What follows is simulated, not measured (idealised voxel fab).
process module | voxel fin reveal
cross-section cut | 160 nm wide | cells 5 nm
A cross-section is a grid of square cells, given in bands from the top down. A band is one or more rows of cells.
Each band's line starts with the height of the band's top and of its bottom, in nm. Then come its materials from left to right, each with its width in nm. One material with "throughout" fills the band from edge to edge. "air" is empty space.
Height 0 is the level under which the wafer as received is all one material. The lowest band goes on downwards, as in "0 down".
A width such as "30 to 40" changes by the same amount from each row of cells to the next, from the band's top row to its bottom row.
"no change" after a step means that no cell of the cross-section changed.
closed voids: empty space of 8 cells or more with no open way to the top, each as width x height at its distance from the left edge, in nm
after a step's settings: what the simulator itself notes on the step
overlay nm, on a step with a mask: how far to the right of its planned place the mask lay; to the left if negative
plan
1 op RECEIVE | material Si
2 op CONFORMAL_DEP | material SiN | thk nm 10
3 op DIRECTIONAL_DEP | material aC | thk nm 15
4 op PATTERN | tone cover | mask id FINS | material resist | width nm 15 | pitch nm 40 | thk nm 35 | overlay nm 0
5 op DIRECTIONAL_ETCH | etch materials aC | depth nm 15
6 op STRIP | etch materials resist
7 op DIRECTIONAL_ETCH | etch materials SiN | depth nm 10
8 op DIRECTIONAL_ETCH | etch materials Si | depth nm 30
9 op STRIP | etch materials aC
10 op FILL_DEP | material SiO2 | thk nm 15
11 op CMP | height nm 10
12 op SELECTIVE_ETCH | etch materials SiO2 | depth nm 25
13 op STRIP | etch materials SiN
14 op CONFORMAL_DEP | material HfO2 | thk nm 5
first wafer, as planned
as received, after step 1
  0 down: Si throughout
  closed voids: none
after step 2
  10 to 0: SiN throughout
  below 0: unchanged
after step 3
  25 to 10: aC throughout
  below 10: unchanged
after step 4
  60 to 25: air 30 | resist 15 | air 25 | resist 15 | air 25 | resist 15 | air 35
  below 25: unchanged
after step 5
  45 to 25: air 30 | resist 15 | air 25 | resist 15 | air 25 | resist 15 | air 35
  25 to 10: air 30 | aC 15 | air 25 | aC 15 | air 25 | aC 15 | air 35
  below 10: unchanged
after step 6
  25 to 10: air 30 | aC 15 | air 25 | aC 15 | air 25 | aC 15 | air 35
  below 10: unchanged
after step 7
  25 to 10: air 30 | aC 15 | air 25 | aC 15 | air 25 | aC 15 | air 35
  10 to 0: air 30 | SiN 15 | air 25 | SiN 15 | air 25 | SiN 15 | air 35
  below 0: unchanged
after step 8
  25 to 10: air 30 | aC 15 | air 25 | aC 15 | air 25 | aC 15 | air 35
  10 to 0: air 30 | SiN 15 | air 25 | SiN 15 | air 25 | SiN 15 | air 35
  0 to -30: air 30 | Si 15 | air 25 | Si 15 | air 25 | Si 15 | air 35
  below -30: unchanged
after step 9
  10 to 0: air 30 | SiN 15 | air 25 | SiN 15 | air 25 | SiN 15 | air 35
  below 0: unchanged
after step 10
  25 to 10: SiO2 throughout
  10 to 0: SiO2 30 | SiN 15 | SiO2 25 | SiN 15 | SiO2 25 | SiN 15 | SiO2 35
  0 to -30: SiO2 30 | Si 15 | SiO2 25 | Si 15 | SiO2 25 | Si 15 | SiO2 35
  below -30: unchanged
after step 11
  10 to 0: SiO2 30 | SiN 15 | SiO2 25 | SiN 15 | SiO2 25 | SiN 15 | SiO2 35
  below 0: unchanged
after step 12
  10 to 0: air 30 | SiN 15 | air 25 | SiN 15 | air 25 | SiN 15 | air 35
  0 to -15: air 30 | Si 15 | air 25 | Si 15 | air 25 | Si 15 | air 35
  below -15: unchanged
after step 13
  0 to -15: air 30 | Si 15 | air 25 | Si 15 | air 25 | Si 15 | air 35
  below -15: unchanged
after step 14
  5 to 0: air 25 | HfO2 25 | air 15 | HfO2 25 | air 15 | HfO2 25 | air 30
  0 to -10: air 25 | HfO2 5 | Si 15 | HfO2 5 | air 15 | HfO2 5 | Si 15 | HfO2 5 | air 15 | HfO2 5 | Si 15 | HfO2 5 | air 30
  -10 to -15: HfO2 30 | Si 15 | HfO2 25 | Si 15 | HfO2 25 | Si 15 | HfO2 35
  below -15: unchanged
second wafer: like start, like plan, one mistake. Through step 7 it matches the first wafer
when step 8 should have ended
  25 to 10: air 30 | aC 15 | air 25 | aC 15 | air 25 | aC 15 | air 35
  10 to 0: air 30 | SiN 15 | air 25 | SiN 15 | air 25 | SiN 15 | air 35
  0 to -25: air 30 | Si 15 | air 25 | Si 15 | air 25 | Si 15 | air 35
  below -25: unchanged
when step 9 should have ended
  10 to 0: air 30 | SiN 15 | air 25 | SiN 15 | air 25 | SiN 15 | air 35
  below 0: unchanged
when step 10 should have ended
  25 to 10: SiO2 throughout
  10 to 0: SiO2 30 | SiN 15 | SiO2 25 | SiN 15 | SiO2 25 | SiN 15 | SiO2 35
  0 to -25: SiO2 30 | Si 15 | SiO2 25 | Si 15 | SiO2 25 | Si 15 | SiO2 35
  below -25: unchanged
when step 11 should have ended
  10 to 0: SiO2 30 | SiN 15 | SiO2 25 | SiN 15 | SiO2 25 | SiN 15 | SiO2 35
  below 0: unchanged
when step 12 should have ended
  10 to 0: air 30 | SiN 15 | air 25 | SiN 15 | air 25 | SiN 15 | air 35
  0 to -15: air 30 | Si 15 | air 25 | Si 15 | air 25 | Si 15 | air 35
  below -15: unchanged
when step 13 should have ended
  0 to -15: air 30 | Si 15 | air 25 | Si 15 | air 25 | Si 15 | air 35
  below -15: unchanged
when step 14 should have ended
  5 to 0: air 25 | HfO2 25 | air 15 | HfO2 25 | air 15 | HfO2 25 | air 30
  0 to -10: air 25 | HfO2 5 | Si 15 | HfO2 5 | air 15 | HfO2 5 | Si 15 | HfO2 5 | air 15 | HfO2 5 | Si 15 | HfO2 5 | air 30
  -10 to -15: HfO2 30 | Si 15 | HfO2 25 | Si 15 | HfO2 25 | Si 15 | HfO2 35
  below -15: unchanged
what went wrong: step 8 ran as: op DIRECTIONAL_ETCH | etch materials Si | depth nm 25
at the end the second wafer has, in cells: 23 more of Si | 23 fewer of SiO2
